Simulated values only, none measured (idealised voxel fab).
process module | voxel wiring stack
cross-section cut | 260 nm wide | cells 5 nm
A cross-section is a grid of square cells, given in bands from the top down. A band is one or more rows of cells.
Each band's line starts with the height of the band's top and of its bottom, in nm. Then come its materials from left to right, each with its width in nm. One material with "throughout" fills the band from edge to edge. "air" is empty space.
Height 0 is the level under which the wafer as received is all one material. The lowest band goes on downwards, as in "0 down".
A width such as "30 to 40" changes by the same amount from each row of cells to the next, from the band's top row to its bottom row.
"no change" after a step means that no cell of the cross-section changed.
closed voids: empty space of 8 cells or more with no open way to the top, each as width x height at its distance from the left edge, in nm
after a step's settings: what the simulator itself notes on the step
overlay nm, on a step with a mask: how far to the right of its planned place the mask lay; to the left if negative
plan
1 op RECEIVE | material Si
2 op CONFORMAL_DEP | material SiO2 | thk nm 15
3 op CONFORMAL_DEP | material SiCN | thk nm 5
4 op DIRECTIONAL_DEP | material lowk | thk nm 25
5 op PATTERN | tone open | mask id METAL_1 | material resist | width nm 25 | pitch nm 40 | thk nm 15 | overlay nm 0
6 op DIRECTIONAL_ETCH | etch materials lowk | depth nm 25
7 op DIRECTIONAL_ETCH | etch materials SiCN | depth nm 5
8 op STRIP | etch materials resist
9 op CONFORMAL_DEP | material TiN | thk nm 5
10 op FILL_DEP | material Cu | thk nm 10
11 op CMP | height nm 45
12 op CONFORMAL_DEP | material SiCN | thk nm 5
13 op DIRECTIONAL_DEP | material lowk | thk nm 35
14 op PATTERN | tone open | mask id METAL_2_HOLES | material resist | width nm 15 | pitch nm 40 | thk nm 15 | overlay nm 0
15 op DIRECTIONAL_ETCH | etch materials lowk | depth nm 35
16 op STRIP | etch materials resist
17 op MASKED_ETCH | tone open | mask id METAL_2 | width nm 25 | pitch nm 40 | etch materials lowk | depth nm 20 | overlay nm 0
18 op MASKED_ETCH | tone open | mask id METAL_2 | width nm 25 | pitch nm 40 | etch materials SiCN | depth nm 5 | overlay nm 0
19 op CONFORMAL_DEP | material TiN | thk nm 5
20 op FILL_DEP | material Ru | thk nm 5
21 op CMP | height nm 85
22 op CONFORMAL_DEP | material SiCN | thk nm 5
23 op DIRECTIONAL_DEP | material lowk | thk nm 35
24 op DIRECTIONAL_DEP | material aC | thk nm 10
25 op PATTERN | tone open | mask id METAL_3 | material resist | width nm 25 | pitch nm 40 | thk nm 30 | overlay nm 0
26 op DIRECTIONAL_ETCH | etch materials aC | depth nm 10
27 op STRIP | etch materials resist
28 op DIRECTIONAL_ETCH | etch materials lowk | depth nm 20
29 op STRIP | etch materials aC
30 op DIRECTIONAL_DEP | material aC | thk nm 10
31 op PATTERN | tone open | mask id METAL_3_HOLES | material resist | width nm 15 | pitch nm 80 | thk nm 30 | overlay nm 0
32 op DIRECTIONAL_ETCH | etch materials aC | depth nm 10
33 op STRIP | etch materials resist
34 op DIRECTIONAL_ETCH | etch materials lowk | depth nm 15
35 op DIRECTIONAL_ETCH | etch materials SiCN | depth nm 5
36 op STRIP | etch materials aC
37 op CONFORMAL_DEP | material TiN | thk nm 5
38 op FILL_DEP | material Cu | thk nm 10
39 op CMP | height nm 125
40 op CONFORMAL_DEP | material SiCN | thk nm 5
41 op DIRECTIONAL_DEP | material lowk | thk nm 35
42 op PATTERN | tone open | mask id METAL_4_HOLES | material resist | width nm 15 | pitch nm 40 | thk nm 20 | overlay nm 0
43 op DIRECTIONAL_ETCH | etch materials lowk | depth nm 35
44 op STRIP | etch materials resist
45 op DIRECTIONAL_DEP | material aC | thk nm 10
46 op PATTERN | tone open | mask id METAL_4 | material resist | width nm 25 | pitch nm 40 | thk nm 30 | overlay nm 0
47 op DIRECTIONAL_ETCH | etch materials aC | depth nm 10
48 op STRIP | etch materials resist
49 op DIRECTIONAL_ETCH | etch materials lowk | depth nm 20
50 op DIRECTIONAL_ETCH | etch materials SiCN | depth nm 5
51 op STRIP | etch materials aC
52 op CONFORMAL_DEP | material TiN | thk nm 5
53 op FILL_DEP | material Cu | thk nm 10
54 op CMP | height nm 165
55 op CONFORMAL_DEP | material SiCN | thk nm 5
first wafer, as planned
as received, after step 1
  0 down: Si throughout
  closed voids: none
after step 2
  15 to 0: SiO2 throughout
  below 0: unchanged
after step 3
  20 to 15: SiCN throughout
  below 15: unchanged
after step 4
  45 to 20: lowk throughout
  below 20: unchanged
after step 5
  60 to 45: resist 75 | air 25 | resist 15 | air 25 | resist 15 | air 25 | resist 80
  below 45: unchanged
after step 6
  60 to 45: resist 75 | air 25 | resist 15 | air 25 | resist 15 | air 25 | resist 80
  45 to 20: lowk 75 | air 25 | lowk 15 | air 25 | lowk 15 | air 25 | lowk 80
  below 20: unchanged
after step 7
  60 to 45: resist 75 | air 25 | resist 15 | air 25 | resist 15 | air 25 | resist 80
  45 to 20: lowk 75 | air 25 | lowk 15 | air 25 | lowk 15 | air 25 | lowk 80
  20 to 15: SiCN 75 | air 25 | SiCN 15 | air 25 | SiCN 15 | air 25 | SiCN 80
  below 15: unchanged
after step 8
  45 to 20: lowk 75 | air 25 | lowk 15 | air 25 | lowk 15 | air 25 | lowk 80
  below 20: unchanged
after step 9
  50 to 45: TiN 80 | air 15 | TiN 25 | air 15 | TiN 25 | air 15 | TiN 85
  45 to 20: lowk 75 | TiN 5 | air 15 | TiN 5 | lowk 15 | TiN 5 | air 15 | TiN 5 | lowk 15 | TiN 5 | air 15 | TiN 5 | lowk 80
  20 to 15: SiCN 75 | TiN 25 | SiCN 15 | TiN 25 | SiCN 15 | TiN 25 | SiCN 80
  below 15: unchanged
after step 10
  60 to 50: Cu throughout
  50 to 45: TiN 80 | Cu 15 | TiN 25 | Cu 15 | TiN 25 | Cu 15 | TiN 85
  45 to 20: lowk 75 | TiN 5 | Cu 15 | TiN 5 | lowk 15 | TiN 5 | Cu 15 | TiN 5 | lowk 15 | TiN 5 | Cu 15 | TiN 5 | lowk 80
  below 20: unchanged
after step 11
  45 to 20: lowk 75 | TiN 5 | Cu 15 | TiN 5 | lowk 15 | TiN 5 | Cu 15 | TiN 5 | lowk 15 | TiN 5 | Cu 15 | TiN 5 | lowk 80
  below 20: unchanged
after step 12
  50 to 45: SiCN throughout
  below 45: unchanged
after step 13
  85 to 50: lowk throughout
  below 50: unchanged
after step 14
  100 to 85: resist 75 | air 15 | resist 25 | air 15 | resist 25 | air 15 | resist 90
  below 85: unchanged
after step 15
  100 to 85: resist 75 | air 15 | resist 25 | air 15 | resist 25 | air 15 | resist 90
  85 to 50: lowk 75 | air 15 | lowk 25 | air 15 | lowk 25 | air 15 | lowk 90
  below 50: unchanged
after step 16
  85 to 50: lowk 75 | air 15 | lowk 25 | air 15 | lowk 25 | air 15 | lowk 90
  below 50: unchanged
after step 17
  85 to 65: lowk 75 | air 25 | lowk 15 | air 25 | lowk 15 | air 25 | lowk 80
  below 65: unchanged
after step 18
  85 to 65: lowk 75 | air 25 | lowk 15 | air 25 | lowk 15 | air 25 | lowk 80
  65 to 50: lowk 75 | air 15 | lowk 25 | air 15 | lowk 25 | air 15 | lowk 90
  50 to 45: SiCN 75 | air 15 | SiCN 25 | air 15 | SiCN 25 | air 15 | SiCN 90
  below 45: unchanged
after step 19
  90 to 85: TiN 80 | air 15 | TiN 25 | air 15 | TiN 25 | air 15 | TiN 85
  85 to 70: lowk 75 | TiN 5 | air 15 | TiN 5 | lowk 15 | TiN 5 | air 15 | TiN 5 | lowk 15 | TiN 5 | air 15 | TiN 5 | lowk 80
  70 to 65: lowk 75 | TiN 5 | air 5 | TiN 15 | lowk 15 | TiN 5 | air 5 | TiN 15 | lowk 15 | TiN 5 | air 5 | TiN 15 | lowk 80
  65 to 50: lowk 75 | TiN 5 | air 5 | TiN 5 | lowk 25 | TiN 5 | air 5 | TiN 5 | lowk 25 | TiN 5 | air 5 | TiN 5 | lowk 90
  50 to 45: SiCN 75 | TiN 15 | SiCN 25 | TiN 15 | SiCN 25 | TiN 15 | SiCN 90
  below 45: unchanged
after step 20
  95 to 90: Ru throughout
  90 to 85: TiN 80 | Ru 15 | TiN 25 | Ru 15 | TiN 25 | Ru 15 | TiN 85
  85 to 70: lowk 75 | TiN 5 | Ru 15 | TiN 5 | lowk 15 | TiN 5 | Ru 15 | TiN 5 | lowk 15 | TiN 5 | Ru 15 | TiN 5 | lowk 80
  70 to 65: lowk 75 | TiN 5 | Ru 5 | TiN 15 | lowk 15 | TiN 5 | Ru 5 | TiN 15 | lowk 15 | TiN 5 | Ru 5 | TiN 15 | lowk 80
  65 to 50: lowk 75 | TiN 5 | Ru 5 | TiN 5 | lowk 25 | TiN 5 | Ru 5 | TiN 5 | lowk 25 | TiN 5 | Ru 5 | TiN 5 | lowk 90
  below 50: unchanged
after step 21
  85 to 70: lowk 75 | TiN 5 | Ru 15 | TiN 5 | lowk 15 | TiN 5 | Ru 15 | TiN 5 | lowk 15 | TiN 5 | Ru 15 | TiN 5 | lowk 80
  below 70: unchanged
after step 22
  90 to 85: SiCN throughout
  below 85: unchanged
after step 23
  125 to 90: lowk throughout
  below 90: unchanged
after step 24
  135 to 125: aC throughout
  below 125: unchanged
after step 25
  165 to 135: resist 75 | air 25 | resist 15 | air 25 | resist 15 | air 25 | resist 80
  below 135: unchanged
after step 26
  155 to 135: resist 75 | air 25 | resist 15 | air 25 | resist 15 | air 25 | resist 80
  135 to 125: aC 75 | air 25 | aC 15 | air 25 | aC 15 | air 25 | aC 80
  below 125: unchanged
after step 27
  135 to 125: aC 75 | air 25 | aC 15 | air 25 | aC 15 | air 25 | aC 80
  below 125: unchanged
after step 28
  135 to 125: aC 75 | air 25 | aC 15 | air 25 | aC 15 | air 25 | aC 80
  125 to 105: lowk 75 | air 25 | lowk 15 | air 25 | lowk 15 | air 25 | lowk 80
  below 105: unchanged
after step 29
  125 to 105: lowk 75 | air 25 | lowk 15 | air 25 | lowk 15 | air 25 | lowk 80
  below 105: unchanged
after step 30
  135 to 125: aC 75 | air 25 | aC 15 | air 25 | aC 15 | air 25 | aC 80
  125 to 115: lowk 75 | air 25 | lowk 15 | air 25 | lowk 15 | air 25 | lowk 80
  115 to 105: lowk 75 | aC 25 | lowk 15 | aC 25 | lowk 15 | aC 25 | lowk 80
  below 105: unchanged
after step 31
  165 to 135: resist 75 | air 15 | resist 65 | air 15 | resist 90
  135 to 125: aC 75 | air 15 | resist 10 | aC 15 | resist 25 | aC 15 | air 15 | resist 10 | aC 80
  125 to 115: lowk 75 | air 15 | resist 10 | lowk 15 | resist 25 | lowk 15 | air 15 | resist 10 | lowk 80
  below 115: unchanged
after step 32
  155 to 135: resist 75 | air 15 | resist 65 | air 15 | resist 90
  135 to 125: aC 75 | air 15 | resist 10 | aC 15 | resist 25 | aC 15 | air 15 | resist 10 | aC 80
  125 to 115: lowk 75 | air 15 | resist 10 | lowk 15 | resist 25 | lowk 15 | air 15 | resist 10 | lowk 80
  115 to 105: lowk 75 | air 15 | aC 10 | lowk 15 | aC 25 | lowk 15 | air 15 | aC 10 | lowk 80
  below 105: unchanged
after step 33
  135 to 125: aC 75 | air 25 | aC 15 | air 25 | aC 15 | air 25 | aC 80
  125 to 115: lowk 75 | air 25 | lowk 15 | air 25 | lowk 15 | air 25 | lowk 80
  below 115: unchanged
after step 34
  135 to 125: aC 75 | air 25 | aC 15 | air 25 | aC 15 | air 25 | aC 80
  125 to 115: lowk 75 | air 25 | lowk 15 | air 25 | lowk 15 | air 25 | lowk 80
  115 to 105: lowk 75 | air 15 | aC 10 | lowk 15 | aC 25 | lowk 15 | air 15 | aC 10 | lowk 80
  105 to 90: lowk 75 | air 15 | lowk 65 | air 15 | lowk 90
  below 90: unchanged
after step 35
  135 to 125: aC 75 | air 25 | aC 15 | air 25 | aC 15 | air 25 | aC 80
  125 to 115: lowk 75 | air 25 | lowk 15 | air 25 | lowk 15 | air 25 | lowk 80
  115 to 105: lowk 75 | air 15 | aC 10 | lowk 15 | aC 25 | lowk 15 | air 15 | aC 10 | lowk 80
  105 to 90: lowk 75 | air 15 | lowk 65 | air 15 | lowk 90
  90 to 85: SiCN 75 | air 15 | SiCN 65 | air 15 | SiCN 90
  below 85: unchanged
after step 36
  125 to 105: lowk 75 | air 25 | lowk 15 | air 25 | lowk 15 | air 25 | lowk 80
  below 105: unchanged
after step 37
  130 to 125: TiN 80 | air 15 | TiN 25 | air 15 | TiN 25 | air 15 | TiN 85
  125 to 110: lowk 75 | TiN 5 | air 15 | TiN 5 | lowk 15 | TiN 5 | air 15 | TiN 5 | lowk 15 | TiN 5 | air 15 | TiN 5 | lowk 80
  110 to 105: lowk 75 | TiN 5 | air 5 | TiN 15 | lowk 15 | TiN 25 | lowk 15 | TiN 5 | air 5 | TiN 15 | lowk 80
  105 to 90: lowk 75 | TiN 5 | air 5 | TiN 5 | lowk 65 | TiN 5 | air 5 | TiN 5 | lowk 90
  90 to 85: SiCN 75 | TiN 15 | SiCN 65 | TiN 15 | SiCN 90
  below 85: unchanged
after step 38
  140 to 130: Cu throughout
  130 to 125: TiN 80 | Cu 15 | TiN 25 | Cu 15 | TiN 25 | Cu 15 | TiN 85
  125 to 110: lowk 75 | TiN 5 | Cu 15 | TiN 5 | lowk 15 | TiN 5 | Cu 15 | TiN 5 | lowk 15 | TiN 5 | Cu 15 | TiN 5 | lowk 80
  110 to 105: lowk 75 | TiN 5 | Cu 5 | TiN 15 | lowk 15 | TiN 25 | lowk 15 | TiN 5 | Cu 5 | TiN 15 | lowk 80
  105 to 90: lowk 75 | TiN 5 | Cu 5 | TiN 5 | lowk 65 | TiN 5 | Cu 5 | TiN 5 | lowk 90
  below 90: unchanged
after step 39
  125 to 110: lowk 75 | TiN 5 | Cu 15 | TiN 5 | lowk 15 | TiN 5 | Cu 15 | TiN 5 | lowk 15 | TiN 5 | Cu 15 | TiN 5 | lowk 80
  below 110: unchanged
after step 40
  130 to 125: SiCN throughout
  below 125: unchanged
after step 41
  165 to 130: lowk throughout
  below 130: unchanged
after step 42
  185 to 165: resist 75 | air 15 | resist 25 | air 15 | resist 25 | air 15 | resist 90
  below 165: unchanged
after step 43
  185 to 165: resist 75 | air 15 | resist 25 | air 15 | resist 25 | air 15 | resist 90
  165 to 130: lowk 75 | air 15 | lowk 25 | air 15 | lowk 25 | air 15 | lowk 90
  below 130: unchanged
after step 44
  165 to 130: lowk 75 | air 15 | lowk 25 | air 15 | lowk 25 | air 15 | lowk 90
  below 130: unchanged
after step 45
  175 to 165: aC 75 | air 15 | aC 25 | air 15 | aC 25 | air 15 | aC 90
  165 to 140: lowk 75 | air 15 | lowk 25 | air 15 | lowk 25 | air 15 | lowk 90
  140 to 130: lowk 75 | aC 15 | lowk 25 | aC 15 | lowk 25 | aC 15 | lowk 90
  below 130: unchanged
after step 46
  205 to 175: resist 75 | air 25 | resist 15 | air 25 | resist 15 | air 25 | resist 80
  below 175: unchanged
after step 47
  195 to 175: resist 75 | air 25 | resist 15 | air 25 | resist 15 | air 25 | resist 80
  175 to 165: aC 75 | air 25 | aC 15 | air 25 | aC 15 | air 25 | aC 80
  165 to 130: lowk 75 | air 15 | lowk 25 | air 15 | lowk 25 | air 15 | lowk 90
  below 130: unchanged
after step 48
  175 to 165: aC 75 | air 25 | aC 15 | air 25 | aC 15 | air 25 | aC 80
  below 165: unchanged
after step 49
  175 to 165: aC 75 | air 25 | aC 15 | air 25 | aC 15 | air 25 | aC 80
  165 to 145: lowk 75 | air 25 | lowk 15 | air 25 | lowk 15 | air 25 | lowk 80
  below 145: unchanged
after step 50
  175 to 165: aC 75 | air 25 | aC 15 | air 25 | aC 15 | air 25 | aC 80
  165 to 145: lowk 75 | air 25 | lowk 15 | air 25 | lowk 15 | air 25 | lowk 80
  145 to 130: lowk 75 | air 15 | lowk 25 | air 15 | lowk 25 | air 15 | lowk 90
  130 to 125: SiCN 75 | air 15 | SiCN 25 | air 15 | SiCN 25 | air 15 | SiCN 90
  below 125: unchanged
after step 51
  165 to 145: lowk 75 | air 25 | lowk 15 | air 25 | lowk 15 | air 25 | lowk 80
  below 145: unchanged
after step 52
  170 to 165: TiN 80 | air 15 | TiN 25 | air 15 | TiN 25 | air 15 | TiN 85
  165 to 150: lowk 75 | TiN 5 | air 15 | TiN 5 | lowk 15 | TiN 5 | air 15 | TiN 5 | lowk 15 | TiN 5 | air 15 | TiN 5 | lowk 80
  150 to 145: lowk 75 | TiN 5 | air 5 | TiN 15 | lowk 15 | TiN 5 | air 5 | TiN 15 | lowk 15 | TiN 5 | air 5 | TiN 15 | lowk 80
  145 to 130: lowk 75 | TiN 5 | air 5 | TiN 5 | lowk 25 | TiN 5 | air 5 | TiN 5 | lowk 25 | TiN 5 | air 5 | TiN 5 | lowk 90
  130 to 125: SiCN 75 | TiN 15 | SiCN 25 | TiN 15 | SiCN 25 | TiN 15 | SiCN 90
  below 125: unchanged
after step 53
  180 to 170: Cu throughout
  170 to 165: TiN 80 | Cu 15 | TiN 25 | Cu 15 | TiN 25 | Cu 15 | TiN 85
  165 to 150: lowk 75 | TiN 5 | Cu 15 | TiN 5 | lowk 15 | TiN 5 | Cu 15 | TiN 5 | lowk 15 | TiN 5 | Cu 15 | TiN 5 | lowk 80
  150 to 145: lowk 75 | TiN 5 | Cu 5 | TiN 15 | lowk 15 | TiN 5 | Cu 5 | TiN 15 | lowk 15 | TiN 5 | Cu 5 | TiN 15 | lowk 80
  145 to 130: lowk 75 | TiN 5 | Cu 5 | TiN 5 | lowk 25 | TiN 5 | Cu 5 | TiN 5 | lowk 25 | TiN 5 | Cu 5 | TiN 5 | lowk 90
  below 130: unchanged
after step 54
  165 to 150: lowk 75 | TiN 5 | Cu 15 | TiN 5 | lowk 15 | TiN 5 | Cu 15 | TiN 5 | lowk 15 | TiN 5 | Cu 15 | TiN 5 | lowk 80
  below 150: unchanged
after step 55
  170 to 165: SiCN throughout
  below 165: unchanged
second wafer: like start, like plan, one mistake. Through step 16 it matches the first wafer
when step 17 should have ended
  85 to 65: air 90 | lowk 10 | air 30 | lowk 10 | air 30 | lowk 10 | air 80
  below 65: unchanged
when step 18 should have ended
  85 to 65: air 90 | lowk 10 | air 30 | lowk 10 | air 30 | lowk 10 | air 80
  65 to 50: lowk 75 | air 15 | lowk 25 | air 15 | lowk 25 | air 15 | lowk 90
  50 to 45: SiCN 75 | air 15 | SiCN 25 | air 15 | SiCN 25 | air 15 | SiCN 90
  below 45: unchanged
when step 19 should have ended
  90 to 85: air 85 | TiN 20 | air 20 | TiN 20 | air 20 | TiN 20 | air 75
  85 to 70: air 85 | TiN 5 | lowk 10 | TiN 5 | air 20 | TiN 5 | lowk 10 | TiN 5 | air 20 | TiN 5 | lowk 10 | TiN 5 | air 75
  70 to 65: TiN 80 | air 5 | TiN 5 | lowk 10 | TiN 20 | air 5 | TiN 5 | lowk 10 | TiN 20 | air 5 | TiN 5 | lowk 10 | TiN 80
  65 to 50: lowk 75 | TiN 5 | air 5 | TiN 5 | lowk 25 | TiN 5 | air 5 | TiN 5 | lowk 25 | TiN 5 | air 5 | TiN 5 | lowk 90
  50 to 45: SiCN 75 | TiN 15 | SiCN 25 | TiN 15 | SiCN 25 | TiN 15 | SiCN 90
  below 45: unchanged
when step 20 should have ended
  95 to 90: Ru throughout
  90 to 85: Ru 85 | TiN 20 | Ru 20 | TiN 20 | Ru 20 | TiN 20 | Ru 75
  85 to 70: Ru 85 | TiN 5 | lowk 10 | TiN 5 | Ru 20 | TiN 5 | lowk 10 | TiN 5 | Ru 20 | TiN 5 | lowk 10 | TiN 5 | Ru 75
  70 to 65: TiN 80 | Ru 5 | TiN 5 | lowk 10 | TiN 20 | Ru 5 | TiN 5 | lowk 10 | TiN 20 | Ru 5 | TiN 5 | lowk 10 | TiN 80
  65 to 50: lowk 75 | TiN 5 | Ru 5 | TiN 5 | lowk 25 | TiN 5 | Ru 5 | TiN 5 | lowk 25 | TiN 5 | Ru 5 | TiN 5 | lowk 90
  below 50: unchanged
when step 21 should have ended
  85 to 70: Ru 85 | TiN 5 | lowk 10 | TiN 5 | Ru 20 | TiN 5 | lowk 10 | TiN 5 | Ru 20 | TiN 5 | lowk 10 | TiN 5 | Ru 75
  below 70: unchanged
when step 22 should have ended
  90 to 85: SiCN throughout
  below 85: unchanged
when step 23 should have ended
  125 to 90: lowk throughout
  below 90: unchanged
when step 24 should have ended
  135 to 125: aC throughout
  below 125: unchanged
when step 25 should have ended
  165 to 135: resist 75 | air 25 | resist 15 | air 25 | resist 15 | air 25 | resist 80
  below 135: unchanged
when step 26 should have ended
  155 to 135: resist 75 | air 25 | resist 15 | air 25 | resist 15 | air 25 | resist 80
  135 to 125: aC 75 | air 25 | aC 15 | air 25 | aC 15 | air 25 | aC 80
  below 125: unchanged
when step 27 should have ended
  135 to 125: aC 75 | air 25 | aC 15 | air 25 | aC 15 | air 25 | aC 80
  below 125: unchanged
when step 28 should have ended
  135 to 125: aC 75 | air 25 | aC 15 | air 25 | aC 15 | air 25 | aC 80
  125 to 105: lowk 75 | air 25 | lowk 15 | air 25 | lowk 15 | air 25 | lowk 80
  below 105: unchanged
when step 29 should have ended
  125 to 105: lowk 75 | air 25 | lowk 15 | air 25 | lowk 15 | air 25 | lowk 80
  below 105: unchanged
when step 30 should have ended
  135 to 125: aC 75 | air 25 | aC 15 | air 25 | aC 15 | air 25 | aC 80
  125 to 115: lowk 75 | air 25 | lowk 15 | air 25 | lowk 15 | air 25 | lowk 80
  115 to 105: lowk 75 | aC 25 | lowk 15 | aC 25 | lowk 15 | aC 25 | lowk 80
  below 105: unchanged
when step 31 should have ended
  165 to 135: resist 75 | air 15 | resist 65 | air 15 | resist 90
  135 to 125: aC 75 | air 15 | resist 10 | aC 15 | resist 25 | aC 15 | air 15 | resist 10 | aC 80
  125 to 115: lowk 75 | air 15 | resist 10 | lowk 15 | resist 25 | lowk 15 | air 15 | resist 10 | lowk 80
  below 115: unchanged
when step 32 should have ended
  155 to 135: resist 75 | air 15 | resist 65 | air 15 | resist 90
  135 to 125: aC 75 | air 15 | resist 10 | aC 15 | resist 25 | aC 15 | air 15 | resist 10 | aC 80
  125 to 115: lowk 75 | air 15 | resist 10 | lowk 15 | resist 25 | lowk 15 | air 15 | resist 10 | lowk 80
  115 to 105: lowk 75 | air 15 | aC 10 | lowk 15 | aC 25 | lowk 15 | air 15 | aC 10 | lowk 80
  below 105: unchanged
when step 33 should have ended
  135 to 125: aC 75 | air 25 | aC 15 | air 25 | aC 15 | air 25 | aC 80
  125 to 115: lowk 75 | air 25 | lowk 15 | air 25 | lowk 15 | air 25 | lowk 80
  below 115: unchanged
when step 34 should have ended
  135 to 125: aC 75 | air 25 | aC 15 | air 25 | aC 15 | air 25 | aC 80
  125 to 115: lowk 75 | air 25 | lowk 15 | air 25 | lowk 15 | air 25 | lowk 80
  115 to 105: lowk 75 | air 15 | aC 10 | lowk 15 | aC 25 | lowk 15 | air 15 | aC 10 | lowk 80
  105 to 90: lowk 75 | air 15 | lowk 65 | air 15 | lowk 90
  below 90: unchanged
when step 35 should have ended
  135 to 125: aC 75 | air 25 | aC 15 | air 25 | aC 15 | air 25 | aC 80
  125 to 115: lowk 75 | air 25 | lowk 15 | air 25 | lowk 15 | air 25 | lowk 80
  115 to 105: lowk 75 | air 15 | aC 10 | lowk 15 | aC 25 | lowk 15 | air 15 | aC 10 | lowk 80
  105 to 90: lowk 75 | air 15 | lowk 65 | air 15 | lowk 90
  90 to 85: SiCN 75 | air 15 | SiCN 65 | air 15 | SiCN 90
  below 85: unchanged
when step 36 should have ended
  125 to 105: lowk 75 | air 25 | lowk 15 | air 25 | lowk 15 | air 25 | lowk 80
  below 105: unchanged
when step 37 should have ended
  130 to 125: TiN 80 | air 15 | TiN 25 | air 15 | TiN 25 | air 15 | TiN 85
  125 to 110: lowk 75 | TiN 5 | air 15 | TiN 5 | lowk 15 | TiN 5 | air 15 | TiN 5 | lowk 15 | TiN 5 | air 15 | TiN 5 | lowk 80
  110 to 105: lowk 75 | TiN 5 | air 5 | TiN 15 | lowk 15 | TiN 25 | lowk 15 | TiN 5 | air 5 | TiN 15 | lowk 80
  105 to 90: lowk 75 | TiN 5 | air 5 | TiN 5 | lowk 65 | TiN 5 | air 5 | TiN 5 | lowk 90
  90 to 85: SiCN 75 | TiN 15 | SiCN 65 | TiN 15 | SiCN 90
  below 85: unchanged
when step 38 should have ended
  140 to 130: Cu throughout
  130 to 125: TiN 80 | Cu 15 | TiN 25 | Cu 15 | TiN 25 | Cu 15 | TiN 85
  125 to 110: lowk 75 | TiN 5 | Cu 15 | TiN 5 | lowk 15 | TiN 5 | Cu 15 | TiN 5 | lowk 15 | TiN 5 | Cu 15 | TiN 5 | lowk 80
  110 to 105: lowk 75 | TiN 5 | Cu 5 | TiN 15 | lowk 15 | TiN 25 | lowk 15 | TiN 5 | Cu 5 | TiN 15 | lowk 80
  105 to 90: lowk 75 | TiN 5 | Cu 5 | TiN 5 | lowk 65 | TiN 5 | Cu 5 | TiN 5 | lowk 90
  below 90: unchanged
when step 39 should have ended
  125 to 110: lowk 75 | TiN 5 | Cu 15 | TiN 5 | lowk 15 | TiN 5 | Cu 15 | TiN 5 | lowk 15 | TiN 5 | Cu 15 | TiN 5 | lowk 80
  below 110: unchanged
when step 40 should have ended
  130 to 125: SiCN throughout
  below 125: unchanged
when step 41 should have ended
  165 to 130: lowk throughout
  below 130: unchanged
when step 42 should have ended
  185 to 165: resist 75 | air 15 | resist 25 | air 15 | resist 25 | air 15 | resist 90
  below 165: unchanged
when step 43 should have ended
  185 to 165: resist 75 | air 15 | resist 25 | air 15 | resist 25 | air 15 | resist 90
  165 to 130: lowk 75 | air 15 | lowk 25 | air 15 | lowk 25 | air 15 | lowk 90
  below 130: unchanged
when step 44 should have ended
  165 to 130: lowk 75 | air 15 | lowk 25 | air 15 | lowk 25 | air 15 | lowk 90
  below 130: unchanged
when step 45 should have ended
  175 to 165: aC 75 | air 15 | aC 25 | air 15 | aC 25 | air 15 | aC 90
  165 to 140: lowk 75 | air 15 | lowk 25 | air 15 | lowk 25 | air 15 | lowk 90
  140 to 130: lowk 75 | aC 15 | lowk 25 | aC 15 | lowk 25 | aC 15 | lowk 90
  below 130: unchanged
when step 46 should have ended
  205 to 175: resist 75 | air 25 | resist 15 | air 25 | resist 15 | air 25 | resist 80
  below 175: unchanged
when step 47 should have ended
  195 to 175: resist 75 | air 25 | resist 15 | air 25 | resist 15 | air 25 | resist 80
  175 to 165: aC 75 | air 25 | aC 15 | air 25 | aC 15 | air 25 | aC 80
  165 to 130: lowk 75 | air 15 | lowk 25 | air 15 | lowk 25 | air 15 | lowk 90
  below 130: unchanged
when step 48 should have ended
  175 to 165: aC 75 | air 25 | aC 15 | air 25 | aC 15 | air 25 | aC 80
  below 165: unchanged
when step 49 should have ended
  175 to 165: aC 75 | air 25 | aC 15 | air 25 | aC 15 | air 25 | aC 80
  165 to 145: lowk 75 | air 25 | lowk 15 | air 25 | lowk 15 | air 25 | lowk 80
  below 145: unchanged
when step 50 should have ended
  175 to 165: aC 75 | air 25 | aC 15 | air 25 | aC 15 | air 25 | aC 80
  165 to 145: lowk 75 | air 25 | lowk 15 | air 25 | lowk 15 | air 25 | lowk 80
  145 to 130: lowk 75 | air 15 | lowk 25 | air 15 | lowk 25 | air 15 | lowk 90
  130 to 125: SiCN 75 | air 15 | SiCN 25 | air 15 | SiCN 25 | air 15 | SiCN 90
  below 125: unchanged
when step 51 should have ended
  165 to 145: lowk 75 | air 25 | lowk 15 | air 25 | lowk 15 | air 25 | lowk 80
  below 145: unchanged
when step 52 should have ended
  170 to 165: TiN 80 | air 15 | TiN 25 | air 15 | TiN 25 | air 15 | TiN 85
  165 to 150: lowk 75 | TiN 5 | air 15 | TiN 5 | lowk 15 | TiN 5 | air 15 | TiN 5 | lowk 15 | TiN 5 | air 15 | TiN 5 | lowk 80
  150 to 145: lowk 75 | TiN 5 | air 5 | TiN 15 | lowk 15 | TiN 5 | air 5 | TiN 15 | lowk 15 | TiN 5 | air 5 | TiN 15 | lowk 80
  145 to 130: lowk 75 | TiN 5 | air 5 | TiN 5 | lowk 25 | TiN 5 | air 5 | TiN 5 | lowk 25 | TiN 5 | air 5 | TiN 5 | lowk 90
  130 to 125: SiCN 75 | TiN 15 | SiCN 25 | TiN 15 | SiCN 25 | TiN 15 | SiCN 90
  below 125: unchanged
when step 53 should have ended
  180 to 170: Cu throughout
  170 to 165: TiN 80 | Cu 15 | TiN 25 | Cu 15 | TiN 25 | Cu 15 | TiN 85
  165 to 150: lowk 75 | TiN 5 | Cu 15 | TiN 5 | lowk 15 | TiN 5 | Cu 15 | TiN 5 | lowk 15 | TiN 5 | Cu 15 | TiN 5 | lowk 80
  150 to 145: lowk 75 | TiN 5 | Cu 5 | TiN 15 | lowk 15 | TiN 5 | Cu 5 | TiN 15 | lowk 15 | TiN 5 | Cu 5 | TiN 15 | lowk 80
  145 to 130: lowk 75 | TiN 5 | Cu 5 | TiN 5 | lowk 25 | TiN 5 | Cu 5 | TiN 5 | lowk 25 | TiN 5 | Cu 5 | TiN 5 | lowk 90
  below 130: unchanged
when step 54 should have ended
  165 to 150: lowk 75 | TiN 5 | Cu 15 | TiN 5 | lowk 15 | TiN 5 | Cu 15 | TiN 5 | lowk 15 | TiN 5 | Cu 15 | TiN 5 | lowk 80
  below 150: unchanged
when step 55 should have ended
  170 to 165: SiCN throughout
  below 165: unchanged
what went wrong: step 17 ran as: op MASKED_ETCH | tone cover | mask id METAL_2 | width nm 25 | pitch nm 40 | etch materials lowk | depth nm 20 | overlay nm 0
at the end the second wafer has, in cells: 93 more of Ru | 31 more of TiN | 124 fewer of lowk
